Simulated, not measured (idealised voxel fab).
Process module name: voxel transistor to metal
For reference, the cross-section in this document is cut, with width 160 nm and square cells of 5 nm.
A cross-section in this document is a grid of square cells, and it is written down as bands, the top band listed before the ones below it; a band is made up of one or more rows of cells.
Read a band's entry like this: the first values are the height of its top and the height of its bottom in nm, and what follows is the sequence of materials from left to right, each with its width in nm. Note that "air" is empty space, and that a single material marked "throughout" reaches across the band from edge to edge.
Height is counted from the level 0, under which the received wafer is composed throughout of one material. The lowest of the bands is not closed at the bottom but continues downward, in the notation "z 0 and below".
The expression "30 to 40" gives the width at the extremes of the band, the first number at its top row of cells and the second at its bottom row, with the width changing by equal amounts from each row to the next in between.
"no change occurred" means the step left every cell of the cross-section as it was.
Sealed internal voids: empty space of 8 cells or more with no open way to the top, each as width x height at its distance from the left edge, in nm
Step line, after settings: the simulator's comment on this step.
The "overlay nm" setting may appear on a step's line; for a step that uses a mask, it gives how far to the right of its planned position the mask lay, and a negative value indicates the left.
Set out below are the planned steps of the process
1) op RECEIVE | material Si
2) op OXIDIZE | depth nm 5
3) op CONFORMAL_DEP | material SiN | thk nm 10
4) op MASKED_ETCH | tone cover | mask id ACTIVE | width nm 100 | etch materials SiN | depth nm 10 | overlay nm 0
5) op MASKED_ETCH | tone cover | mask id ACTIVE | width nm 100 | etch materials SiO2 | depth nm 5 | overlay nm -15
6) op MASKED_ETCH | tone cover | mask id ACTIVE | width nm 100 | etch materials Si | depth nm 30 | overlay nm 0
7) op FILL_DEP | material SiO2 | thk nm 5
8) op CMP | height nm 10
9) op SELECTIVE_ETCH | etch materials SiO2 | depth nm 5
10) op STRIP | etch materials SiN
11) op SELECTIVE_ETCH | etch materials SiO2 | depth nm 5
12) op OXIDIZE | depth nm 5
13) op DIRECTIONAL_DEP | material polySi | thk nm 30
14) op DIRECTIONAL_DEP | material SiCN | thk nm 15
15) op DIRECTIONAL_DEP | material aC | thk nm 10
16) op PATTERN | tone cover | mask id GATE | material resist | width nm 20 | thk nm 30 | overlay nm 0
17) op DIRECTIONAL_ETCH | etch materials aC | depth nm 10
18) op STRIP | etch materials resist
19) op DIRECTIONAL_ETCH | etch materials SiCN | depth nm 25
20) op DIRECTIONAL_ETCH | etch materials polySi | depth nm 40
21) op STRIP | etch materials aC
22) op CONFORMAL_DEP | material SiO2 | thk nm 5
23) op DIRECTIONAL_ETCH | etch materials SiO2 | depth nm 5
24) op CONFORMAL_DEP | material SiN | thk nm 10
25) op DIRECTIONAL_ETCH | etch materials SiN | depth nm 10
26) op DIRECTIONAL_ETCH | etch materials SiO2 | depth nm 5
27) op DIRECTIONAL_ETCH | etch materials Si | depth nm 15
28) op EPI | material SiGe | thk nm 15
29) op FILL_DEP | material SiO2 | thk nm 5
30) op CMP | height nm 40
31) op DIRECTIONAL_DEP | material SiO2 | thk nm 15
32) op DIRECTIONAL_DEP | material aC | thk nm 10
33) op PATTERN | tone open | mask id CONTACT | material resist | width nm 25 | pitch nm 55 | thk nm 30 | overlay nm 0
34) op DIRECTIONAL_ETCH | etch materials aC | depth nm 10
35) op STRIP | etch materials resist
36) op DIRECTIONAL_ETCH | etch materials SiO2 | depth nm 50
37) op STRIP | etch materials aC
38) op CONFORMAL_DEP | material TiN | thk nm 5
39) op FILL_DEP | material Ru | thk nm 5
40) op CMP | height nm 55
41) op DIRECTIONAL_DEP | material TiN | thk nm 5
42) op DIRECTIONAL_DEP | material W | thk nm 25
43) op PATTERN | tone cover | mask id METAL_1 | material resist | width nm 15 | pitch nm 65 | thk nm 15 | overlay nm 0
44) op DIRECTIONAL_ETCH | etch materials W | depth nm 25
45) op DIRECTIONAL_ETCH | etch materials TiN | depth nm 5
46) op STRIP | etch materials resist
47) op FILL_DEP | material lowk | thk nm 5
48) op CMP | height nm 85
49) op CONFORMAL_DEP | material SiCN | thk nm 5
Quick note for whoever runs this: the wafers start identical, but the overlay nm at step 5 isn't the same across them. The plan just shows what the first wafer had.
The as-received cross-section of the first of several wafers corresponds to the state after step 1
    z 0 and below | Si throughout
    Sealed internal voids: none
Each wafer at the end: cells of each material gained (+) or lost (-) since it was received, then its closed voids
overlay nm -15 | +26 Ru | -129 Si | +44 SiCN | +51 SiGe | +40 SiN | +282 SiO2 | +52 TiN | +30 W | +156 lowk | +24 polySi | Sealed internal voids: none
overlay nm -10 | +26 Ru | -132 Si | +44 SiCN | +38 SiGe | +40 SiN | +298 SiO2 | +52 TiN | +30 W | +156 lowk | +24 polySi | Sealed internal voids: none
overlay nm -5 | +26 Ru | -137 Si | +44 SiCN | +38 SiGe | +40 SiN | +303 SiO2 | +52 TiN | +30 W | +156 lowk | +24 polySi | Sealed internal voids: none
overlay nm 0 | +26 Ru | -142 Si | +44 SiCN | +38 SiGe | +40 SiN | +308 SiO2 | +52 TiN | +30 W | +156 lowk | +24 polySi | Sealed internal voids: none
overlay nm 5 | +26 Ru | -137 Si | +44 SiCN | +38 SiGe | +40 SiN | +303 SiO2 | +52 TiN | +30 W | +156 lowk | +24 polySi | Sealed internal voids: none
overlay nm 10 | +26 Ru | -132 Si | +44 SiCN | +38 SiGe | +40 SiN | +298 SiO2 | +52 TiN | +30 W | +156 lowk | +24 polySi | Sealed internal voids: none
overlay nm 15 | +26 Ru | -129 Si | +44 SiCN | +51 SiGe | +40 SiN | +282 SiO2 | +52 TiN | +30 W | +156 lowk | +24 polySi | Sealed internal voids: none
